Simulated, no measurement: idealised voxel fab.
The name of this process module is voxel transistor to metal.
It is cross-section cut that appears here, measuring 150 nm in width, its square cells being 5 nm in size.
Reading order for cross-sections: top band down to bottom band. Underlying form: a grid of square cells. Band size: one or more rows of cells.
Each band's line starts with the height of the band's top and of its bottom, in nm. Then come its materials from left to right, each with its width in nm. One material with "everywhere" fills the band from edge to edge. "air" is empty space.
Height reference: 0 = level under which incoming wafer is all one material. Lowest band: no bottom, runs on downward, e.g. "0 nm and below".
The two numbers in a width such as "30..40" mark its ends across the band: the first belongs to the top row of cells, the second to the bottom row, and from each row to the next the width moves by the same amount.
For the purposes of this document, the phrase "no alteration" attached to a step denotes that no cell within the cross-section was modified by that step.
"Trapped void list" enumerates empty spaces isolated from the top, with no open way to it, that contain at least 8 cells, giving each as width x height at distance from the left edge, all three in nm.
That trailing text on a step's line, after the settings, is the simulator's own remark on the step.
A step line may carry the setting "overlay nm", which, for steps involving a mask, states the distance by which the mask lay to the right of its intended position; negative values denote displacement to the left.
## The following list gives the planned process steps
1,RECEIVE,material Si
2,CONFORMAL_DEP,material SiO2,thk nm 5
3,CONFORMAL_DEP,material SiN,thk nm 15
4,MASKED_ETCH,tone cover,mask id ACTIVE,width nm 105,etch materials SiN,depth nm 15,overlay nm 0
5,MASKED_ETCH,tone cover,mask id ACTIVE,width nm 105,etch materials SiO2,depth nm 5,overlay nm 0
6,MASKED_ETCH,tone cover,mask id ACTIVE,width nm 105,etch materials Si,depth nm 30,overlay nm 0
7,FILL_DEP,material SiO2,thk nm 10
8,CMP,height nm 20
9,SELECTIVE_ETCH,etch materials SiO2,depth nm 10
10,STRIP,etch materials SiN
11,SELECTIVE_ETCH,etch materials SiO2,depth nm 5
12,OXIDIZE,depth nm 5
13,DIRECTIONAL_DEP,material polySi,thk nm 20
14,DIRECTIONAL_DEP,material SiCN,thk nm 10
15,MASKED_ETCH,tone cover,mask id GATE,width nm 25,etch materials SiCN,depth nm 20,overlay nm 0
16,MASKED_ETCH,tone cover,mask id GATE,width nm 25,etch materials polySi,depth nm 30,overlay nm 0
17,CONFORMAL_DEP,material SiN,thk nm 5
18,DIRECTIONAL_ETCH,etch materials SiN,depth nm 5
19,DIRECTIONAL_ETCH,etch materials SiO2,depth nm 5
20,EPI,material nSi,thk nm 5
21,FILL_DEP,material SiO2,thk nm 10
22,CMP,height nm 30
23,DIRECTIONAL_DEP,material SiO2,thk nm 10
24,MASKED_ETCH,tone open,mask id CONTACT,width nm 15,pitch nm 80,etch materials SiO2,depth nm 40,overlay nm 0
25,CONFORMAL_DEP,material TiN,thk nm 5
26,FILL_DEP,material W,thk nm 10
27,CMP,height nm 40
28,CONFORMAL_DEP,material SiCN,thk nm 5
29,DIRECTIONAL_DEP,material SiO2,thk nm 15
30,MASKED_ETCH,tone open,mask id METAL_1,width nm 15,pitch nm 80,etch materials SiO2,depth nm 15,overlay nm 0
31,MASKED_ETCH,tone open,mask id METAL_1,width nm 15,pitch nm 80,etch materials SiCN,depth nm 5,overlay nm 0
32,CONFORMAL_DEP,material TiN,thk nm 5
33,FILL_DEP,material Cu,thk nm 10
34,CMP,height nm 60
35,CONFORMAL_DEP,material SiCN,thk nm 5
36,DIRECTIONAL_DEP,material SiO2,thk nm 25
37,MASKED_ETCH,tone open,mask id METAL_2,width nm 15,pitch nm 80,etch materials SiO2,depth nm 15,overlay nm 0
38,MASKED_ETCH,tone open,mask id METAL_2_HOLES,width nm 15,pitch nm 80,etch materials SiO2,depth nm 10,overlay nm 0
39,MASKED_ETCH,tone open,mask id METAL_2_HOLES,width nm 15,pitch nm 80,etch materials SiCN,depth nm 5,overlay nm 0
40,CONFORMAL_DEP,material TiN,thk nm 5
41,FILL_DEP,material Ru,thk nm 10
42,CMP,height nm 90
43,CONFORMAL_DEP,material SiN,thk nm 5
## first wafer, as planned
## as received, after step 1
0 nm and below: Si everywhere
Trapped void list: none
## You're looking at a cross-section of the wafer after step 2
5 nm to 0 nm: SiO2 everywhere
Everything under 0 stays put, no change at all.
## You're looking at a cross-section of the wafer after step 3
20 nm to 5 nm: SiN everywhere
Everything under 5 stays put, no change at all.
## You're looking at a cross-section of the wafer after step 4
20 nm to 5 nm: 20 nm air / 105 nm SiN / 25 nm air
Everything under 5 stays put, no change at all.
## You're looking at a cross-section of the wafer after step 5
20 nm to 5 nm: 20 nm air / 105 nm SiN / 25 nm air
5 nm to 0 nm: 20 nm air / 105 nm SiO2 / 25 nm air
Everything under 0 stays put, no change at all.
## You're looking at a cross-section of the wafer after step 6
20 nm to 5 nm: 20 nm air / 105 nm SiN / 25 nm air
5 nm to 0 nm: 20 nm air / 105 nm SiO2 / 25 nm air
0 nm to -30 nm: 20 nm air / 105 nm Si / 25 nm air
Everything under -30 stays put, no change at all.
## You're looking at a cross-section of the wafer after step 7
30 nm to 20 nm: SiO2 everywhere
20 nm to 5 nm: 20 nm SiO2 / 105 nm SiN / 25 nm SiO2
5 nm to 0 nm: SiO2 everywhere
0 nm to -30 nm: 20 nm SiO2 / 105 nm Si / 25 nm SiO2
Everything under -30 stays put, no change at all.
## You're looking at a cross-section of the wafer after step 8
20 nm to 5 nm: 20 nm SiO2 / 105 nm SiN / 25 nm SiO2
Everything under 5 stays put, no change at all.
## You're looking at a cross-section of the wafer after step 9
20 nm to 10 nm: 20 nm air / 105 nm SiN / 25 nm air
Everything under 10 stays put, no change at all.
## You're looking at a cross-section of the wafer after step 10
10 nm to 5 nm: 20 nm SiO2 / 105 nm air / 25 nm SiO2
Everything under 5 stays put, no change at all.
## You're looking at a cross-section of the wafer after step 11
5 nm to 0 nm: 15 nm SiO2 / 115 nm air / 20 nm SiO2
Everything under 0 stays put, no change at all.
## You're looking at a cross-section of the wafer after step 12
5 nm to 0 nm: 15 nm SiO2 / 115 nm air / 20 nm SiO2
0 nm to -5 nm: SiO2 everywhere
Everything under -5 stays put, no change at all.
## You're looking at a cross-section of the wafer after step 13
25 nm to 20 nm: 15 nm polySi / 115 nm air / 20 nm polySi
20 nm to 5 nm: polySi everywhere
5 nm to 0 nm: 15 nm SiO2 / 115 nm polySi / 20 nm SiO2
Everything under 0 stays put, no change at all.
## You're looking at a cross-section of the wafer after step 14
35 nm to 30 nm: 15 nm SiCN / 115 nm air / 20 nm SiCN
30 nm to 25 nm: SiCN everywhere
25 nm to 20 nm: 15 nm polySi / 115 nm SiCN / 20 nm polySi
Everything under 20 stays put, no change at all.
## You're looking at a cross-section of the wafer after step 15
30 nm to 25 nm: 60 nm air / 25 nm SiCN / 65 nm air
25 nm to 20 nm: 15 nm polySi / 45 nm air / 25 nm SiCN / 45 nm air / 20 nm polySi
Everything under 20 stays put, no change at all.
## You're looking at a cross-section of the wafer after step 16
30 nm to 20 nm: 60 nm air / 25 nm SiCN / 65 nm air
20 nm to 5 nm: 60 nm air / 25 nm polySi / 65 nm air
5 nm to 0 nm: 15 nm SiO2 / 45 nm air / 25 nm polySi / 45 nm air / 20 nm SiO2
Everything under 0 stays put, no change at all.
## You're looking at a cross-section of the wafer after step 17
35 nm to 30 nm: 55 nm air / 35 nm SiN / 60 nm air
30 nm to 20 nm: 55 nm air / 5 nm SiN / 25 nm SiCN / 5 nm SiN / 60 nm air
20 nm to 10 nm: 55 nm air / 5 nm SiN / 25 nm polySi / 5 nm SiN / 60 nm air
10 nm to 5 nm: 20 nm SiN / 35 nm air / 5 nm SiN / 25 nm polySi / 5 nm SiN / 35 nm air / 25 nm SiN
5 nm to 0 nm: 15 nm SiO2 / 45 nm SiN / 25 nm polySi / 45 nm SiN / 20 nm SiO2
Everything under 0 stays put, no change at all.
## You're looking at a cross-section of the wafer after step 18
30 nm to 20 nm: 55 nm air / 5 nm SiN / 25 nm SiCN / 5 nm SiN / 60 nm air
20 nm to 5 nm: 55 nm air / 5 nm SiN / 25 nm polySi / 5 nm SiN / 60 nm air
5 nm to 0 nm: 15 nm SiO2 / 5 nm SiN / 35 nm air / 5 nm SiN / 25 nm polySi / 5 nm SiN / 35 nm air / 5 nm SiN / 20 nm SiO2
Everything under 0 stays put, no change at all.
## You're looking at a cross-section of the wafer after step 19
30 nm to 20 nm: 55 nm air / 5 nm SiN / 25 nm SiCN / 5 nm SiN / 60 nm air
20 nm to 5 nm: 55 nm air / 5 nm SiN / 25 nm polySi / 5 nm SiN / 60 nm air
5 nm to 0 nm: 15 nm air / 5 nm SiN / 35 nm air / 5 nm SiN / 25 nm polySi / 5 nm SiN / 35 nm air / 5 nm SiN / 20 nm air
0 nm to -5 nm: 20 nm SiO2 / 35 nm air / 35 nm SiO2 / 35 nm air / 25 nm SiO2
Everything under -5 stays put, no change at all.
## You're looking at a cross-section of the wafer after step 20
30 nm to 20 nm: 55 nm air / 5 nm SiN / 25 nm SiCN / 5 nm SiN / 60 nm air
20 nm to 5 nm: 55 nm air / 5 nm SiN / 25 nm polySi / 5 nm SiN / 60 nm air
5 nm to 0 nm: 15 nm air / 5 nm SiN / 35 nm air / 5 nm SiN / 25 nm polySi / 5 nm SiN / 35 nm air / 5 nm SiN / 20 nm air
0 nm to -5 nm: 20 nm SiO2 / 35 nm nSi / 35 nm SiO2 / 35 nm nSi / 25 nm SiO2
Everything under -5 stays put, no change at all.
## You're looking at a cross-section of the wafer after step 21
40 nm to 30 nm: SiO2 everywhere
30 nm to 20 nm: 55 nm SiO2 / 5 nm SiN / 25 nm SiCN / 5 nm SiN / 60 nm SiO2
20 nm to 5 nm: 55 nm SiO2 / 5 nm SiN / 25 nm polySi / 5 nm SiN / 60 nm SiO2
5 nm to 0 nm: 15 nm SiO2 / 5 nm SiN / 35 nm SiO2 / 5 nm SiN / 25 nm polySi / 5 nm SiN / 35 nm SiO2 / 5 nm SiN / 20 nm SiO2
Everything under 0 stays put, no change at all.
## You're looking at a cross-section of the wafer after step 22
30 nm to 20 nm: 55 nm SiO2 / 5 nm SiN / 25 nm SiCN / 5 nm SiN / 60 nm SiO2
Everything under 20 stays put, no change at all.
## You're looking at a cross-section of the wafer after step 23
40 nm to 30 nm: SiO2 everywhere
Everything under 30 stays put, no change at all.
## You're looking at a cross-section of the wafer after step 24
40 nm to 30 nm: 25 nm SiO2 / 15 nm air / 65 nm SiO2 / 15 nm air / 30 nm SiO2
30 nm to 20 nm: 25 nm SiO2 / 15 nm air / 15 nm SiO2 / 5 nm SiN / 25 nm SiCN / 5 nm SiN / 15 nm SiO2 / 15 nm air / 30 nm SiO2
20 nm to 5 nm: 25 nm SiO2 / 15 nm air / 15 nm SiO2 / 5 nm SiN / 25 nm polySi / 5 nm SiN / 15 nm SiO2 / 15 nm air / 30 nm SiO2
5 nm to 0 nm: 15 nm SiO2 / 5 nm SiN / 5 nm SiO2 / 15 nm air / 15 nm SiO2 / 5 nm SiN / 25 nm polySi / 5 nm SiN / 15 nm SiO2 / 15 nm air / 5 nm SiO2 / 5 nm SiN / 20 nm SiO2
Everything under 0 stays put, no change at all.
## You're looking at a cross-section of the wafer after step 25
45 nm to 40 nm: 30 nm TiN / 5 nm air / 75 nm TiN / 5 nm air / 35 nm TiN
40 nm to 30 nm: 25 nm SiO2 / 5 nm TiN / 5 nm air / 5 nm TiN / 65 nm SiO2 / 5 nm TiN / 5 nm air / 5 nm TiN / 30 nm SiO2
30 nm to 20 nm: 25 nm SiO2 / 5 nm TiN / 5 nm air / 5 nm TiN / 15 nm SiO2 / 5 nm SiN / 25 nm SiCN / 5 nm SiN / 15 nm SiO2 / 5 nm TiN / 5 nm air / 5 nm TiN / 30 nm SiO2
20 nm to 5 nm: 25 nm SiO2 / 5 nm TiN / 5 nm air / 5 nm TiN / 15 nm SiO2 / 5 nm SiN / 25 nm polySi / 5 nm SiN / 15 nm SiO2 / 5 nm TiN / 5 nm air / 5 nm TiN / 30 nm SiO2
5 nm to 0 nm: 15 nm SiO2 / 5 nm SiN / 5 nm SiO2 / 15 nm TiN / 15 nm SiO2 / 5 nm SiN / 25 nm polySi / 5 nm SiN / 15 nm SiO2 / 15 nm TiN / 5 nm SiO2 / 5 nm SiN / 20 nm SiO2
Everything under 0 stays put, no change at all.
## You're looking at a cross-section of the wafer after step 26
55 nm to 45 nm: W everywhere
45 nm to 40 nm: 30 nm TiN / 5 nm W / 75 nm TiN / 5 nm W / 35 nm TiN
40 nm to 30 nm: 25 nm SiO2 / 5 nm TiN / 5 nm W / 5 nm TiN / 65 nm SiO2 / 5 nm TiN / 5 nm W / 5 nm TiN / 30 nm SiO2
30 nm to 20 nm: 25 nm SiO2 / 5 nm TiN / 5 nm W / 5 nm TiN / 15 nm SiO2 / 5 nm SiN / 25 nm SiCN / 5 nm SiN / 15 nm SiO2 / 5 nm TiN / 5 nm W / 5 nm TiN / 30 nm SiO2
20 nm to 5 nm: 25 nm SiO2 / 5 nm TiN / 5 nm W / 5 nm TiN / 15 nm SiO2 / 5 nm SiN / 25 nm polySi / 5 nm SiN / 15 nm SiO2 / 5 nm TiN / 5 nm W / 5 nm TiN / 30 nm SiO2
Everything under 5 stays put, no change at all.
## You're looking at a cross-section of the wafer after step 27
40 nm to 30 nm: 25 nm SiO2 / 5 nm TiN / 5 nm W / 5 nm TiN / 65 nm SiO2 / 5 nm TiN / 5 nm W / 5 nm TiN / 30 nm SiO2
Everything under 30 stays put, no change at all.
## You're looking at a cross-section of the wafer after step 28
45 nm to 40 nm: SiCN everywhere
Everything under 40 stays put, no change at all.
## You're looking at a cross-section of the wafer after step 29
60 nm to 45 nm: SiO2 everywhere
Everything under 45 stays put, no change at all.
## You're looking at a cross-section of the wafer after step 30
60 nm to 45 nm: 25 nm SiO2 / 15 nm air / 65 nm SiO2 / 15 nm air / 30 nm SiO2
Everything under 45 stays put, no change at all.
## You're looking at a cross-section of the wafer after step 31
60 nm to 45 nm: 25 nm SiO2 / 15 nm air / 65 nm SiO2 / 15 nm air / 30 nm SiO2
45 nm to 40 nm: 25 nm SiCN / 15 nm air / 65 nm SiCN / 15 nm air / 30 nm SiCN
Everything under 40 stays put, no change at all.
## You're looking at a cross-section of the wafer after step 32
65 nm to 60 nm: 30 nm TiN / 5 nm air / 75 nm TiN / 5 nm air / 35 nm TiN
60 nm to 45 nm: 25 nm SiO2 / 5 nm TiN / 5 nm air / 5 nm TiN / 65 nm SiO2 / 5 nm TiN / 5 nm air / 5 nm TiN / 30 nm SiO2
45 nm to 40 nm: 25 nm SiCN / 15 nm TiN / 65 nm SiCN / 15 nm TiN / 30 nm SiCN
Everything under 40 stays put, no change at all.
## You're looking at a cross-section of the wafer after step 33
75 nm to 65 nm: Cu everywhere
65 nm to 60 nm: 30 nm TiN / 5 nm Cu / 75 nm TiN / 5 nm Cu / 35 nm TiN
60 nm to 45 nm: 25 nm SiO2 / 5 nm TiN / 5 nm Cu / 5 nm TiN / 65 nm SiO2 / 5 nm TiN / 5 nm Cu / 5 nm TiN / 30 nm SiO2
Everything under 45 stays put, no change at all.
## You're looking at a cross-section of the wafer after step 34
60 nm to 45 nm: 25 nm SiO2 / 5 nm TiN / 5 nm Cu / 5 nm TiN / 65 nm SiO2 / 5 nm TiN / 5 nm Cu / 5 nm TiN / 30 nm SiO2
Everything under 45 stays put, no change at all.
## You're looking at a cross-section of the wafer after step 35
65 nm to 60 nm: SiCN everywhere
Everything under 60 stays put, no change at all.
## You're looking at a cross-section of the wafer after step 36
90 nm to 65 nm: SiO2 everywhere
Everything under 65 stays put, no change at all.
## You're looking at a cross-section of the wafer after step 37
90 nm to 75 nm: 25 nm SiO2 / 15 nm air / 65 nm SiO2 / 15 nm air / 30 nm SiO2
Everything under 75 stays put, no change at all.
## You're looking at a cross-section of the wafer after step 38
90 nm to 65 nm: 25 nm SiO2 / 15 nm air / 65 nm SiO2 / 15 nm air / 30 nm SiO2
Everything under 65 stays put, no change at all.
## You're looking at a cross-section of the wafer after step 39
90 nm to 65 nm: 25 nm SiO2 / 15 nm air / 65 nm SiO2 / 15 nm air / 30 nm SiO2
65 nm to 60 nm: 25 nm SiCN / 15 nm air / 65 nm SiCN / 15 nm air / 30 nm SiCN
Everything under 60 stays put, no change at all.
## You're looking at a cross-section of the wafer after step 40
95 nm to 90 nm: 30 nm TiN / 5 nm air / 75 nm TiN / 5 nm air / 35 nm TiN
90 nm to 65 nm: 25 nm SiO2 / 5 nm TiN / 5 nm air / 5 nm TiN / 65 nm SiO2 / 5 nm TiN / 5 nm air / 5 nm TiN / 30 nm SiO2
65 nm to 60 nm: 25 nm SiCN / 15 nm TiN / 65 nm SiCN / 15 nm TiN / 30 nm SiCN
Everything under 60 stays put, no change at all.
## You're looking at a cross-section of the wafer after step 41
105 nm to 95 nm: Ru everywhere
95 nm to 90 nm: 30 nm TiN / 5 nm Ru / 75 nm TiN / 5 nm Ru / 35 nm TiN
90 nm to 65 nm: 25 nm SiO2 / 5 nm TiN / 5 nm Ru / 5 nm TiN / 65 nm SiO2 / 5 nm TiN / 5 nm Ru / 5 nm TiN / 30 nm SiO2
Everything under 65 stays put, no change at all.
## You're looking at a cross-section of the wafer after step 42
90 nm to 65 nm: 25 nm SiO2 / 5 nm TiN / 5 nm Ru / 5 nm TiN / 65 nm SiO2 / 5 nm TiN / 5 nm Ru / 5 nm TiN / 30 nm SiO2
Everything under 65 stays put, no change at all.
## You're looking at a cross-section of the wafer after step 43
95 nm to 90 nm: SiN everywhere
Everything under 90 stays put, no change at all.
## Wafer two: like wafer one in start and plan, but with one mistake in execution; identical up to and including step 5
## Second wafer, cut view, end of step 6 per plan
20 nm to 5 nm: 20 nm air / 105 nm SiN / 25 nm air
5 nm to 0 nm: 20 nm air / 105 nm SiO2 / 25 nm air
0 nm to -35 nm: 20 nm air / 105 nm Si / 25 nm air
Everything under -35 stays put, no change at all.
## Second wafer, cut view, end of step 7 per plan
30 nm to 20 nm: SiO2 everywhere
20 nm to 5 nm: 20 nm SiO2 / 105 nm SiN / 25 nm SiO2
5 nm to 0 nm: SiO2 everywhere
0 nm to -35 nm: 20 nm SiO2 / 105 nm Si / 25 nm SiO2
Everything under -35 stays put, no change at all.
## Second wafer, cut view, end of step 8 per plan
20 nm to 5 nm: 20 nm SiO2 / 105 nm SiN / 25 nm SiO2
Everything under 5 stays put, no change at all.
## Second wafer, cut view, end of step 9 per plan
20 nm to 10 nm: 20 nm air / 105 nm SiN / 25 nm air
Everything under 10 stays put, no change at all.
## Second wafer, cut view, end of step 10 per plan
10 nm to 5 nm: 20 nm SiO2 / 105 nm air / 25 nm SiO2
Everything under 5 stays put, no change at all.
## Second wafer, cut view, end of step 11 per plan
5 nm to 0 nm: 15 nm SiO2 / 115 nm air / 20 nm SiO2
Everything under 0 stays put, no change at all.
## Second wafer, cut view, end of step 12 per plan
5 nm to 0 nm: 15 nm SiO2 / 115 nm air / 20 nm SiO2
0 nm to -5 nm: SiO2 everywhere
Everything under -5 stays put, no change at all.
## Second wafer, cut view, end of step 13 per plan
25 nm to 20 nm: 15 nm polySi / 115 nm air / 20 nm polySi
20 nm to 5 nm: polySi everywhere
5 nm to 0 nm: 15 nm SiO2 / 115 nm polySi / 20 nm SiO2
Everything under 0 stays put, no change at all.
## Second wafer, cut view, end of step 14 per plan
35 nm to 30 nm: 15 nm SiCN / 115 nm air / 20 nm SiCN
30 nm to 25 nm: SiCN everywhere
25 nm to 20 nm: 15 nm polySi / 115 nm SiCN / 20 nm polySi
Everything under 20 stays put, no change at all.
## Second wafer, cut view, end of step 15 per plan
30 nm to 25 nm: 60 nm air / 25 nm SiCN / 65 nm air
25 nm to 20 nm: 15 nm polySi / 45 nm air / 25 nm SiCN / 45 nm air / 20 nm polySi
Everything under 20 stays put, no change at all.
## Second wafer, cut view, end of step 16 per plan
30 nm to 20 nm: 60 nm air / 25 nm SiCN / 65 nm air
20 nm to 5 nm: 60 nm air / 25 nm polySi / 65 nm air
5 nm to 0 nm: 15 nm SiO2 / 45 nm air / 25 nm polySi / 45 nm air / 20 nm SiO2
Everything under 0 stays put, no change at all.
## Second wafer, cut view, end of step 17 per plan
35 nm to 30 nm: 55 nm air / 35 nm SiN / 60 nm air
30 nm to 20 nm: 55 nm air / 5 nm SiN / 25 nm SiCN / 5 nm SiN / 60 nm air
20 nm to 10 nm: 55 nm air / 5 nm SiN / 25 nm polySi / 5 nm SiN / 60 nm air
10 nm to 5 nm: 20 nm SiN / 35 nm air / 5 nm SiN / 25 nm polySi / 5 nm SiN / 35 nm air / 25 nm SiN
5 nm to 0 nm: 15 nm SiO2 / 45 nm SiN / 25 nm polySi / 45 nm SiN / 20 nm SiO2
Everything under 0 stays put, no change at all.
## Second wafer, cut view, end of step 18 per plan
30 nm to 20 nm: 55 nm air / 5 nm SiN / 25 nm SiCN / 5 nm SiN / 60 nm air
20 nm to 5 nm: 55 nm air / 5 nm SiN / 25 nm polySi / 5 nm SiN / 60 nm air
5 nm to 0 nm: 15 nm SiO2 / 5 nm SiN / 35 nm air / 5 nm SiN / 25 nm polySi / 5 nm SiN / 35 nm air / 5 nm SiN / 20 nm SiO2
Everything under 0 stays put, no change at all.
## Second wafer, cut view, end of step 19 per plan
30 nm to 20 nm: 55 nm air / 5 nm SiN / 25 nm SiCN / 5 nm SiN / 60 nm air
20 nm to 5 nm: 55 nm air / 5 nm SiN / 25 nm polySi / 5 nm SiN / 60 nm air
5 nm to 0 nm: 15 nm air / 5 nm SiN / 35 nm air / 5 nm SiN / 25 nm polySi / 5 nm SiN / 35 nm air / 5 nm SiN / 20 nm air
0 nm to -5 nm: 20 nm SiO2 / 35 nm air / 35 nm SiO2 / 35 nm air / 25 nm SiO2
Everything under -5 stays put, no change at all.
## Second wafer, cut view, end of step 20 per plan
30 nm to 20 nm: 55 nm air / 5 nm SiN / 25 nm SiCN / 5 nm SiN / 60 nm air
20 nm to 5 nm: 55 nm air / 5 nm SiN / 25 nm polySi / 5 nm SiN / 60 nm air
5 nm to 0 nm: 15 nm air / 5 nm SiN / 35 nm air / 5 nm SiN / 25 nm polySi / 5 nm SiN / 35 nm air / 5 nm SiN / 20 nm air
0 nm to -5 nm: 20 nm SiO2 / 35 nm nSi / 35 nm SiO2 / 35 nm nSi / 25 nm SiO2
Everything under -5 stays put, no change at all.
## Second wafer, cut view, end of step 21 per plan
40 nm to 30 nm: SiO2 everywhere
30 nm to 20 nm: 55 nm SiO2 / 5 nm SiN / 25 nm SiCN / 5 nm SiN / 60 nm SiO2
20 nm to 5 nm: 55 nm SiO2 / 5 nm SiN / 25 nm polySi / 5 nm SiN / 60 nm SiO2
5 nm to 0 nm: 15 nm SiO2 / 5 nm SiN / 35 nm SiO2 / 5 nm SiN / 25 nm polySi / 5 nm SiN / 35 nm SiO2 / 5 nm SiN / 20 nm SiO2
Everything under 0 stays put, no change at all.
## Second wafer, cut view, end of step 22 per plan
30 nm to 20 nm: 55 nm SiO2 / 5 nm SiN / 25 nm SiCN / 5 nm SiN / 60 nm SiO2
Everything under 20 stays put, no change at all.
## Second wafer, cut view, end of step 23 per plan
40 nm to 30 nm: SiO2 everywhere
Everything under 30 stays put, no change at all.
## Second wafer, cut view, end of step 24 per plan
40 nm to 30 nm: 25 nm SiO2 / 15 nm air / 65 nm SiO2 / 15 nm air / 30 nm SiO2
30 nm to 20 nm: 25 nm SiO2 / 15 nm air / 15 nm SiO2 / 5 nm SiN / 25 nm SiCN / 5 nm SiN / 15 nm SiO2 / 15 nm air / 30 nm SiO2
20 nm to 5 nm: 25 nm SiO2 / 15 nm air / 15 nm SiO2 / 5 nm SiN / 25 nm polySi / 5 nm SiN / 15 nm SiO2 / 15 nm air / 30 nm SiO2
5 nm to 0 nm: 15 nm SiO2 / 5 nm SiN / 5 nm SiO2 / 15 nm air / 15 nm SiO2 / 5 nm SiN / 25 nm polySi / 5 nm SiN / 15 nm SiO2 / 15 nm air / 5 nm SiO2 / 5 nm SiN / 20 nm SiO2
Everything under 0 stays put, no change at all.
## Second wafer, cut view, end of step 25 per plan
45 nm to 40 nm: 30 nm TiN / 5 nm air / 75 nm TiN / 5 nm air / 35 nm TiN
40 nm to 30 nm: 25 nm SiO2 / 5 nm TiN / 5 nm air / 5 nm TiN / 65 nm SiO2 / 5 nm TiN / 5 nm air / 5 nm TiN / 30 nm SiO2
30 nm to 20 nm: 25 nm SiO2 / 5 nm TiN / 5 nm air / 5 nm TiN / 15 nm SiO2 / 5 nm SiN / 25 nm SiCN / 5 nm SiN / 15 nm SiO2 / 5 nm TiN / 5 nm air / 5 nm TiN / 30 nm SiO2
20 nm to 5 nm: 25 nm SiO2 / 5 nm TiN / 5 nm air / 5 nm TiN / 15 nm SiO2 / 5 nm SiN / 25 nm polySi / 5 nm SiN / 15 nm SiO2 / 5 nm TiN / 5 nm air / 5 nm TiN / 30 nm SiO2
5 nm to 0 nm: 15 nm SiO2 / 5 nm SiN / 5 nm SiO2 / 15 nm TiN / 15 nm SiO2 / 5 nm SiN / 25 nm polySi / 5 nm SiN / 15 nm SiO2 / 15 nm TiN / 5 nm SiO2 / 5 nm SiN / 20 nm SiO2
Everything under 0 stays put, no change at all.
## Second wafer, cut view, end of step 26 per plan
55 nm to 45 nm: W everywhere
45 nm to 40 nm: 30 nm TiN / 5 nm W / 75 nm TiN / 5 nm W / 35 nm TiN
40 nm to 30 nm: 25 nm SiO2 / 5 nm TiN / 5 nm W / 5 nm TiN / 65 nm SiO2 / 5 nm TiN / 5 nm W / 5 nm TiN / 30 nm SiO2
30 nm to 20 nm: 25 nm SiO2 / 5 nm TiN / 5 nm W / 5 nm TiN / 15 nm SiO2 / 5 nm SiN / 25 nm SiCN / 5 nm SiN / 15 nm SiO2 / 5 nm TiN / 5 nm W / 5 nm TiN / 30 nm SiO2
20 nm to 5 nm: 25 nm SiO2 / 5 nm TiN / 5 nm W / 5 nm TiN / 15 nm SiO2 / 5 nm SiN / 25 nm polySi / 5 nm SiN / 15 nm SiO2 / 5 nm TiN / 5 nm W / 5 nm TiN / 30 nm SiO2
Everything under 5 stays put, no change at all.
## Second wafer, cut view, end of step 27 per plan
40 nm to 30 nm: 25 nm SiO2 / 5 nm TiN / 5 nm W / 5 nm TiN / 65 nm SiO2 / 5 nm TiN / 5 nm W / 5 nm TiN / 30 nm SiO2
Everything under 30 stays put, no change at all.
## Second wafer, cut view, end of step 28 per plan
45 nm to 40 nm: SiCN everywhere
Everything under 40 stays put, no change at all.
## Second wafer, cut view, end of step 29 per plan
60 nm to 45 nm: SiO2 everywhere
Everything under 45 stays put, no change at all.
## Second wafer, cut view, end of step 30 per plan
60 nm to 45 nm: 25 nm SiO2 / 15 nm air / 65 nm SiO2 / 15 nm air / 30 nm SiO2
Everything under 45 stays put, no change at all.
## Second wafer, cut view, end of step 31 per plan
60 nm to 45 nm: 25 nm SiO2 / 15 nm air / 65 nm SiO2 / 15 nm air / 30 nm SiO2
45 nm to 40 nm: 25 nm SiCN / 15 nm air / 65 nm SiCN / 15 nm air / 30 nm SiCN
Everything under 40 stays put, no change at all.
## Second wafer, cut view, end of step 32 per plan
65 nm to 60 nm: 30 nm TiN / 5 nm air / 75 nm TiN / 5 nm air / 35 nm TiN
60 nm to 45 nm: 25 nm SiO2 / 5 nm TiN / 5 nm air / 5 nm TiN / 65 nm SiO2 / 5 nm TiN / 5 nm air / 5 nm TiN / 30 nm SiO2
45 nm to 40 nm: 25 nm SiCN / 15 nm TiN / 65 nm SiCN / 15 nm TiN / 30 nm SiCN
Everything under 40 stays put, no change at all.
## Second wafer, cut view, end of step 33 per plan
75 nm to 65 nm: Cu everywhere
65 nm to 60 nm: 30 nm TiN / 5 nm Cu / 75 nm TiN / 5 nm Cu / 35 nm TiN
60 nm to 45 nm: 25 nm SiO2 / 5 nm TiN / 5 nm Cu / 5 nm TiN / 65 nm SiO2 / 5 nm TiN / 5 nm Cu / 5 nm TiN / 30 nm SiO2
Everything under 45 stays put, no change at all.
## Second wafer, cut view, end of step 34 per plan
60 nm to 45 nm: 25 nm SiO2 / 5 nm TiN / 5 nm Cu / 5 nm TiN / 65 nm SiO2 / 5 nm TiN / 5 nm Cu / 5 nm TiN / 30 nm SiO2
Everything under 45 stays put, no change at all.
## Second wafer, cut view, end of step 35 per plan
65 nm to 60 nm: SiCN everywhere
Everything under 60 stays put, no change at all.
## Second wafer, cut view, end of step 36 per plan
90 nm to 65 nm: SiO2 everywhere
Everything under 65 stays put, no change at all.
## Second wafer, cut view, end of step 37 per plan
90 nm to 75 nm: 25 nm SiO2 / 15 nm air / 65 nm SiO2 / 15 nm air / 30 nm SiO2
Everything under 75 stays put, no change at all.
## Second wafer, cut view, end of step 38 per plan
90 nm to 65 nm: 25 nm SiO2 / 15 nm air / 65 nm SiO2 / 15 nm air / 30 nm SiO2
Everything under 65 stays put, no change at all.
## Second wafer, cut view, end of step 39 per plan
90 nm to 65 nm: 25 nm SiO2 / 15 nm air / 65 nm SiO2 / 15 nm air / 30 nm SiO2
65 nm to 60 nm: 25 nm SiCN / 15 nm air / 65 nm SiCN / 15 nm air / 30 nm SiCN
Everything under 60 stays put, no change at all.
## Second wafer, cut view, end of step 40 per plan
95 nm to 90 nm: 30 nm TiN / 5 nm air / 75 nm TiN / 5 nm air / 35 nm TiN
90 nm to 65 nm: 25 nm SiO2 / 5 nm TiN / 5 nm air / 5 nm TiN / 65 nm SiO2 / 5 nm TiN / 5 nm air / 5 nm TiN / 30 nm SiO2
65 nm to 60 nm: 25 nm SiCN / 15 nm TiN / 65 nm SiCN / 15 nm TiN / 30 nm SiCN
Everything under 60 stays put, no change at all.
## Second wafer, cut view, end of step 41 per plan
105 nm to 95 nm: Ru everywhere
95 nm to 90 nm: 30 nm TiN / 5 nm Ru / 75 nm TiN / 5 nm Ru / 35 nm TiN
90 nm to 65 nm: 25 nm SiO2 / 5 nm TiN / 5 nm Ru / 5 nm TiN / 65 nm SiO2 / 5 nm TiN / 5 nm Ru / 5 nm TiN / 30 nm SiO2
Everything under 65 stays put, no change at all.
## Second wafer, cut view, end of step 42 per plan
90 nm to 65 nm: 25 nm SiO2 / 5 nm TiN / 5 nm Ru / 5 nm TiN / 65 nm SiO2 / 5 nm TiN / 5 nm Ru / 5 nm TiN / 30 nm SiO2
Everything under 65 stays put, no change at all.
## Second wafer, cut view, end of step 43 per plan
95 nm to 90 nm: SiN everywhere
Everything under 90 stays put, no change at all.
The plan and the run diverged here: contrary to plan, step 6 was performed as MASKED_ETCH,tone cover,mask id ACTIVE,width nm 105,etch materials Si,depth nm 35,overlay nm 0
Counted in cells at the end, the second wafer holds more or fewer of these materials than the first: -9 Si | +9 SiO2
